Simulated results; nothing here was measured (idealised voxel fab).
The following is a process module called voxel self aligned vias.
FYI the section here is cut, 295 nm wide, cells are 5 nm squares.
The cross-sections in this document take the form of a grid made of square cells. They are written out as bands, in order from top to bottom. Each band consists of one or more rows of cells. For a band, the entry starts with two heights in nm, that of the top and then that of the bottom, and carries on with the band's materials in order from left to right, each alongside its width in nm; the word "throughout" beside a single material means it fills the band edge to edge, and "empty" means empty space. Note: height 0 marks the level under which the wafer is uniformly one material as received. Lowest band unbounded below, written "top 0, no bottom". Quick explanation for "30 to 40": the width changes in equal steps down the rows of cells, from the first number in the band's top row to the second number in its bottom row. No cell of the cross-section changed in a step that is given as "all unchanged". Under "Enclosed empty spaces" you'll find the enclosed gaps, the ones with no way out to the top, that are 8 cells or bigger; each reads width x height at distance, with distance counted from the left edge, everything in nm. Heads up: the bit after the settings on a step's line is the simulator's remark on that step. overlay nm: for a step with a mask, the amount by which the mask lay right of where it was planned; a negative amount means left of it.
Process steps foreseen in the plan
1,RECEIVE,material Si
2,CONFORMAL_DEP,material SiO2,thk nm 15
3,CONFORMAL_DEP,material SiCN,thk nm 5
4,DIRECTIONAL_DEP,material SiO2,thk nm 30
5,PATTERN,tone open,mask id LINES,material resist,width nm 25,pitch nm 60,thk nm 20,overlay nm 0
6,DIRECTIONAL_ETCH,etch materials SiO2,depth nm 30
7,STRIP,etch materials resist
8,CONFORMAL_DEP,material TiN,thk nm 5
9,FILL_DEP,material W,thk nm 10
10,CMP,height nm 50
11,SELECTIVE_ETCH,etch materials W Ru TiN,depth nm 5
12,FILL_DEP,material SiN,thk nm 10
13,CMP,height nm 50
14,DIRECTIONAL_DEP,material SiO2,thk nm 15
15,DIRECTIONAL_DEP,material aC,thk nm 15
16,PATTERN,tone open,mask id VIAS,material resist,width nm 35,pitch nm 60,thk nm 30,overlay nm 0
17,DIRECTIONAL_ETCH,etch materials aC,depth nm 15
18,STRIP,etch materials resist
19,DIRECTIONAL_ETCH,etch materials SiO2,depth nm 15
20,DIRECTIONAL_ETCH,etch materials SiN,depth nm 5
21,STRIP,etch materials aC
22,CONFORMAL_DEP,material TiN,thk nm 5
23,FILL_DEP,material Cu,thk nm 10
24,CMP,height nm 65
25,CONFORMAL_DEP,material SiN,thk nm 5
As received (post step 1): cross-section
  top 0, no bottom = Si throughout
  Enclosed empty spaces: none
What the wafer looks like in cross-section after this module, when it starts as shown above and follows the plan above but one mistake is made in running it
  top 70, bottom 65 = SiN throughout
  top 65, bottom 55 = Cu 65 / TiN 5 / SiO2 35 / TiN 5 / Cu 15 / TiN 5 / SiO2 35 / TiN 5 / Cu 15 / TiN 5 / SiO2 35 / TiN 5 / Cu 65
  top 55, bottom 50 = TiN 70 / SiO2 35 / TiN 25 / SiO2 35 / TiN 25 / SiO2 35 / TiN 70
  top 50, bottom 45 = SiO2 75 / SiN 25 / SiO2 35 / SiN 25 / SiO2 35 / SiN 25 / SiO2 75
  top 45, bottom 25 = SiO2 75 / TiN 5 / W 15 / TiN 5 / SiO2 35 / TiN 5 / W 15 / TiN 5 / SiO2 35 / TiN 5 / W 15 / TiN 5 / SiO2 75
  top 25, bottom 20 = SiO2 75 / TiN 25 / SiO2 35 / TiN 25 / SiO2 35 / TiN 25 / SiO2 75
  top 20, bottom 15 = SiCN throughout
  top 15, bottom 0 = SiO2 throughout
  top 0, no bottom = Si throughout
  Enclosed empty spaces: none
Heads up, the wafer didn't run the way we planned it: step 16 deviated from plan and actually ran as PATTERN,tone cover,mask id VIAS,material resist,width nm 35,pitch nm 60,thk nm 30,overlay nm 0
